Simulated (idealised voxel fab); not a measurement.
process module | voxel double patterning
cross-section cut | 255 nm wide | cells 5 nm
A cross-section is a grid of square cells, given in bands from the top down. A band is one or more rows of cells.
Each band's line starts with the height of the band's top and of its bottom, in nm. Then come its materials from left to right, each with its width in nm. One material with "throughout" fills the band from edge to edge. "air" is empty space.
Height 0 is the level under which the wafer as received is all one material. The lowest band goes on downwards, as in "0 down".
A width such as "30 to 40" changes by the same amount from each row of cells to the next, from the band's top row to its bottom row.
"no change" after a step means that no cell of the cross-section changed.
closed voids: empty space of 8 cells or more with no open way to the top, each as width x height at its distance from the left edge, in nm
after a step's settings: what the simulator itself notes on the step
overlay nm, on a step with a mask: how far to the right of its planned place the mask lay; to the left if negative
plan
1 op RECEIVE | material Si
2 op CONFORMAL_DEP | material SiN | thk nm 5
3 op DIRECTIONAL_DEP | material SiO2 | thk nm 10
4 op DIRECTIONAL_DEP | material SiCN | thk nm 10
5 op MASKED_ETCH | tone open | mask id FIRST | width nm 15 | pitch nm 50 | etch materials SiCN | depth nm 10 | overlay nm 0
6 op DIRECTIONAL_DEP | material aC | thk nm 10
7 op PATTERN | tone open | mask id SECOND | material resist | width nm 15 | pitch nm 50 | thk nm 25 | overlay nm 0
8 op DIRECTIONAL_ETCH | etch materials aC | depth nm 10
9 op STRIP | etch materials resist
10 op DIRECTIONAL_ETCH | etch materials SiCN | depth nm 10
11 op STRIP | etch materials aC
12 op DIRECTIONAL_ETCH | etch materials SiO2 | depth nm 10
13 op STRIP | etch materials SiCN
as received, after step 1
  0 down: Si throughout
  closed voids: none
a wafer at the end: this start, this plan, one mistake
  15 to 5: air 70 | SiO2 15 | air 35 | SiO2 15 | air 35 | SiO2 15 | air 70
  5 to 0: SiN throughout
  0 down: Si throughout
  closed voids: none
what went wrong: step 5 ran as: op MASKED_ETCH | tone cover | mask id FIRST | width nm 15 | pitch nm 50 | etch materials SiCN | depth nm 10 | overlay nm 0
